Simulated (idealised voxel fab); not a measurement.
This section sets out a process module, namely voxel plated lines.
Each square cell in cross-section cut measures 5 nm, and the section as a whole is 265 nm wide.
In what follows, cross-sections appear as grids of square cells, described through bands that run from the top down, where every band is one or more rows of cells. This entry defines a band. It first specifies the height of the band's top and the height of its bottom in nm, and then specifies the band's materials from left to right, stating each material with its width in nm. The word "everywhere" identifies a single material that fills the band from edge to edge, while the word "empty" identifies empty space. Below 0: as-received wafer, all one material; heights counted from there. Lowest band: no bottom, goes on down, written "0 nm and below". Note: "30 to 40" means the width goes from the first number (top row of the band) to the second number (bottom row) in equal steps per row of cells. Where the words "nothing got changed" appear for a step, the cross-section shows no cell changed by that step; every cell remained as before. Closed empty spaces (no open way to the top) of 8 cells or more are what "Internal closed voids" lists, each as width x height at distance from the left edge, nm for all three. after a step's settings: what the simulator itself notes on the step. "overlay nm" on a masked step: distance the mask lay right of its planned place, negative for left.

# plan
step 1: RECEIVE,material Si
step 2: CONFORMAL_DEP,material SiO2,thk nm 5
step 3: DIRECTIONAL_DEP,material TiN,thk nm 5
step 4: PATTERN,tone open,mask id LINES,material resist,width nm 30,pitch nm 60,thk nm 30,overlay nm 0
step 5: EPI,material Ru,thk nm 10
step 6: EPI,material Ru,thk nm 10
step 7: STRIP,etch materials resist
step 8: DIRECTIONAL_ETCH,etch materials TiN,depth nm 5
step 9: CONFORMAL_DEP,material SiO2,thk nm 10

# Delivered wafer in cross-section: state after step 1
    0 nm and below: Si everywhere
    Internal closed voids: none

# As-planned run: cross-section of the first of two wafers at end of module
    40 nm to 30 nm: 75 nm empty  50 nm SiO2  10 nm empty  50 nm SiO2  80 nm empty
    30 nm to 15 nm: 75 nm empty  10 nm SiO2  30 nm Ru  10 nm SiO2  10 nm empty  10 nm SiO2  30 nm Ru  10 nm SiO2  80 nm empty
    15 nm to 10 nm: 85 nm SiO2  30 nm Ru  30 nm SiO2  30 nm Ru  90 nm SiO2
    10 nm to 5 nm: 85 nm SiO2  30 nm TiN  30 nm SiO2  30 nm TiN  90 nm SiO2
    5 nm to 0 nm: SiO2 everywhere
    0 nm and below: Si everywhere
    Internal closed voids: none

# Cross-sectional image of the second wafer of the two following completion of the module. Starting state and process plan were the same as for the first wafer; one execution error occurred
    40 nm to 30 nm: 95 nm SiO2  10 nm empty  50 nm SiO2  10 nm empty  100 nm SiO2
    30 nm to 15 nm: 85 nm Ru  10 nm SiO2  10 nm empty  10 nm SiO2  30 nm Ru  10 nm SiO2  10 nm empty  10 nm SiO2  90 nm Ru
    15 nm to 10 nm: 85 nm Ru  30 nm SiO2  30 nm Ru  30 nm SiO2  90 nm Ru
    10 nm to 5 nm: 85 nm TiN  30 nm SiO2  30 nm TiN  30 nm SiO2  90 nm TiN
    5 nm to 0 nm: SiO2 everywhere
    0 nm and below: Si everywhere
    Internal closed voids: none
Where did the run depart from the plan? for step 4, the planned setting was not used; the step was instead run as PATTERN,tone cover,mask id LINES,material resist,width nm 30,pitch nm 60,thk nm 30,overlay nm 0
End of process, cell counts, second wafer against first, materials with more or fewer: 116 more of Ru, 29 more of TiN
